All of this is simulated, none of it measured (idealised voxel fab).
process module | voxel plated lines
cross-section cut | 285 nm wide | cells 5 nm
A cross-section is a grid of square cells, given in bands from the top down. A band is one or more rows of cells.
Each band's line starts with the height of the band's top and of its bottom, in nm. Then come its materials from left to right, each with its width in nm. One material with "throughout" fills the band from edge to edge. "air" is empty space.
Height 0 is the level under which the wafer as received is all one material. The lowest band goes on downwards, as in "0 down".
A width such as "30 to 40" changes by the same amount from each row of cells to the next, from the band's top row to its bottom row.
"no change" after a step means that no cell of the cross-section changed.
closed voids: empty space of 8 cells or more with no open way to the top, each as width x height at its distance from the left edge, in nm
after a step's settings: what the simulator itself notes on the step
overlay nm, on a step with a mask: how far to the right of its planned place the mask lay; to the left if negative
plan
1 op RECEIVE | material Si
2 op CONFORMAL_DEP | material Al2O3 | thk nm 5
3 op DIRECTIONAL_DEP | material TiN | thk nm 5
4 op PATTERN | tone open | mask id LINES | material resist | width nm 25 | pitch nm 55 | thk nm 25 | overlay nm 0
5 op EPI | material Ru | thk nm 10
6 op EPI | material Ru | thk nm 10
7 op STRIP | etch materials resist
8 op DIRECTIONAL_ETCH | etch materials TiN | depth nm 5
9 op CONFORMAL_DEP | material SiCN | thk nm 10
first wafer, as planned
as received, after step 1
  0 down: Si throughout
  closed voids: none
after step 2
  5 to 0: Al2O3 throughout
  below 0: unchanged
after step 3
  10 to 5: TiN throughout
  below 5: unchanged
after step 4
  35 to 10: resist 100 | air 25 | resist 30 | air 25 | resist 105
  below 10: unchanged
after step 5
  35 to 20: resist 100 | air 25 | resist 30 | air 25 | resist 105
  20 to 10: resist 100 | Ru 25 | resist 30 | Ru 25 | resist 105
  below 10: unchanged
after step 6
  35 to 30: resist 100 | air 25 | resist 30 | air 25 | resist 105
  30 to 10: resist 100 | Ru 25 | resist 30 | Ru 25 | resist 105
  below 10: unchanged
after step 7
  30 to 10: air 100 | Ru 25 | air 30 | Ru 25 | air 105
  below 10: unchanged
after step 8
  30 to 10: air 100 | Ru 25 | air 30 | Ru 25 | air 105
  10 to 5: air 100 | TiN 25 | air 30 | TiN 25 | air 105
  below 5: unchanged
after step 9
  40 to 30: air 90 | SiCN 45 | air 10 | SiCN 45 | air 95
  30 to 15: air 90 | SiCN 10 | Ru 25 | SiCN 10 | air 10 | SiCN 10 | Ru 25 | SiCN 10 | air 95
  15 to 10: SiCN 100 | Ru 25 | SiCN 30 | Ru 25 | SiCN 105
  10 to 5: SiCN 100 | TiN 25 | SiCN 30 | TiN 25 | SiCN 105
  below 5: unchanged
second wafer: like start, like plan, one mistake. Through step 8 it matches the first wafer
when step 9 should have ended
  40 to 15: air 90 | Ru 45 | air 10 | Ru 45 | air 95
  15 to 10: Ru throughout
  10 to 5: Ru 100 | TiN 25 | Ru 30 | TiN 25 | Ru 105
  below 5: unchanged
what went wrong: step 9 ran as: op CONFORMAL_DEP | material Ru | thk nm 10
at the end the second wafer has, in cells: 154 more of Ru | 154 fewer of SiCN
